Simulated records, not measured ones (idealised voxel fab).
process module | voxel transistor to metal
cross-section cut | 200 nm wide | cells 5 nm
A cross-section is a grid of square cells, given in bands from the top down. A band is one or more rows of cells.
Each band's line starts with the height of the band's top and of its bottom, in nm. Then come its materials from left to right, each with its width in nm. One material with "throughout" fills the band from edge to edge. "air" is empty space.
Height 0 is the level under which the wafer as received is all one material. The lowest band goes on downwards, as in "0 down".
A width such as "30 to 40" changes by the same amount from each row of cells to the next, from the band's top row to its bottom row.
"no change" after a step means that no cell of the cross-section changed.
closed voids: empty space of 8 cells or more with no open way to the top, each as width x height at its distance from the left edge, in nm
after a step's settings: what the simulator itself notes on the step
overlay nm, on a step with a mask: how far to the right of its planned place the mask lay; to the left if negative
plan
1 op RECEIVE | material Si
2 op OXIDIZE | depth nm 5
3 op CONFORMAL_DEP | material SiN | thk nm 15
4 op PATTERN | tone cover | mask id ACTIVE | material resist | width nm 125 | thk nm 15 | overlay nm 0
5 op DIRECTIONAL_ETCH | etch materials SiN | depth nm 15
6 op DIRECTIONAL_ETCH | etch materials SiO2 | depth nm 5
7 op DIRECTIONAL_ETCH | etch materials Si | depth nm 25
8 op STRIP | etch materials resist
9 op OXIDIZE | depth nm 5
10 op FILL_DEP | material SiO2 | thk nm 10
11 op CMP | height nm 15
12 op SELECTIVE_ETCH | etch materials SiO2 | depth nm 10
13 op STRIP | etch materials SiN
14 op SELECTIVE_ETCH | etch materials SiO2 | depth nm 5
15 op OXIDIZE | depth nm 5
16 op DIRECTIONAL_DEP | material polySi | thk nm 20
17 op DIRECTIONAL_DEP | material SiCN | thk nm 15
18 op PATTERN | tone cover | mask id GATE | material resist | width nm 35 | thk nm 15 | overlay nm 0
19 op DIRECTIONAL_ETCH | etch materials SiCN | depth nm 25
20 op DIRECTIONAL_ETCH | etch materials polySi | depth nm 30
21 op STRIP | etch materials resist
22 op CONFORMAL_DEP | material SiN | thk nm 10
23 op DIRECTIONAL_ETCH | etch materials SiN | depth nm 10
24 op DIRECTIONAL_ETCH | etch materials SiO2 | depth nm 5
25 op DIRECTIONAL_ETCH | etch materials Si | depth nm 10
26 op EPI | material SiGe | thk nm 10
27 op FILL_DEP | material SiO2 | thk nm 5
28 op CMP | height nm 15
29 op STRIP | etch materials polySi
30 op SELECTIVE_ETCH | etch materials SiO2 | depth nm 5
31 op CONFORMAL_DEP | material HfO2 | thk nm 5
32 op CONFORMAL_DEP | material TiN | thk nm 5
33 op FILL_DEP | material W | thk nm 10
34 op CMP | height nm 10
35 op DIRECTIONAL_DEP | material SiO2 | thk nm 10
36 op MASKED_ETCH | tone open | mask id CONTACT | width nm 15 | pitch nm 90 | etch materials SiO2 | depth nm 30 | overlay nm 0
37 op CONFORMAL_DEP | material TiN | thk nm 5
38 op FILL_DEP | material W | thk nm 10
39 op CMP | height nm 20
40 op CONFORMAL_DEP | material SiN | thk nm 5
41 op DIRECTIONAL_DEP | material SiO2 | thk nm 20
42 op PATTERN | tone open | mask id METAL_1 | material resist | width nm 15 | pitch nm 90 | thk nm 20 | overlay nm 0
43 op DIRECTIONAL_ETCH | etch materials SiO2 | depth nm 20
44 op DIRECTIONAL_ETCH | etch materials SiN | depth nm 5
45 op STRIP | etch materials resist
46 op CONFORMAL_DEP | material TiN | thk nm 5
47 op FILL_DEP | material Cu | thk nm 5
48 op CMP | height nm 45
49 op CONFORMAL_DEP | material SiN | thk nm 5
as received, after step 1
  0 down: Si throughout
  closed voids: none
first wafer at the end, as planned
  50 to 45: SiN throughout
  45 to 25: SiO2 45 | TiN 5 | Cu 5 | TiN 5 | SiO2 75 | TiN 5 | Cu 5 | TiN 5 | SiO2 50
  25 to 20: SiN 45 | TiN 15 | SiN 75 | TiN 15 | SiN 50
  20 to 10: SiO2 45 | TiN 5 | W 5 | TiN 5 | SiO2 75 | TiN 5 | W 5 | TiN 5 | SiO2 50
  10 to 0: SiO2 45 | TiN 5 | W 5 | TiN 5 | SiO2 10 | SiN 10 | HfO2 5 | TiN 5 | W 15 | TiN 5 | HfO2 5 | SiN 10 | SiO2 10 | TiN 5 | W 5 | TiN 5 | SiO2 50
  0 to -5: SiO2 30 | SiN 10 | SiO2 5 | TiN 5 | W 5 | TiN 5 | SiGe 10 | SiN 10 | HfO2 5 | TiN 25 | HfO2 5 | SiN 10 | SiGe 10 | TiN 5 | W 5 | TiN 5 | SiO2 5 | SiN 10 | SiO2 35
  -5 to -10: SiO2 45 | TiN 15 | SiGe 10 | SiO2 5 | HfO2 45 | SiO2 5 | SiGe 10 | TiN 15 | SiO2 50
  -10 to -20: SiO2 40 | SiGe 30 | Si 55 | SiGe 30 | SiO2 45
  -20 to -35: SiO2 40 | Si 115 | SiO2 45
  -35 down: Si throughout
  closed voids: none
second wafer at the end: like start, like plan, one mistake
  50 to 45: SiN throughout
  45 to 25: SiO2 45 | TiN 5 | Cu 5 | TiN 5 | SiO2 75 | TiN 5 | Cu 5 | TiN 5 | SiO2 50
  25 to 20: SiN 45 | TiN 15 | SiN 75 | TiN 15 | SiN 50
  20 to 10: SiO2 45 | TiN 5 | W 5 | TiN 5 | SiO2 75 | TiN 5 | W 5 | TiN 5 | SiO2 50
  10 to 0: SiO2 45 | TiN 5 | W 5 | TiN 5 | SiO2 10 | SiN 10 | HfO2 5 | TiN 5 | W 15 | TiN 5 | HfO2 5 | SiN 10 | SiO2 10 | TiN 5 | W 5 | TiN 5 | SiO2 50
  0 to -5: SiO2 30 | SiN 10 | SiO2 5 | TiN 15 | SiGe 10 | SiN 10 | HfO2 5 | TiN 25 | HfO2 5 | SiN 10 | SiGe 10 | TiN 15 | SiO2 5 | SiN 10 | SiO2 35
  -5 to -10: SiO2 40 | SiGe 30 | SiO2 5 | HfO2 45 | SiO2 5 | SiGe 30 | SiO2 45
  -10 to -15: SiO2 40 | SiGe 30 | Si 55 | SiGe 30 | SiO2 45
  -15 to -35: SiO2 40 | Si 115 | SiO2 45
  -35 down: Si throughout
  closed voids: none
what went wrong: step 25 ran as: op DIRECTIONAL_ETCH | etch materials Si | depth nm 5
at the end the second wafer has, in cells: 12 more of Si | 4 fewer of SiGe | 2 fewer of SiO2 | 4 fewer of TiN | 2 fewer of W
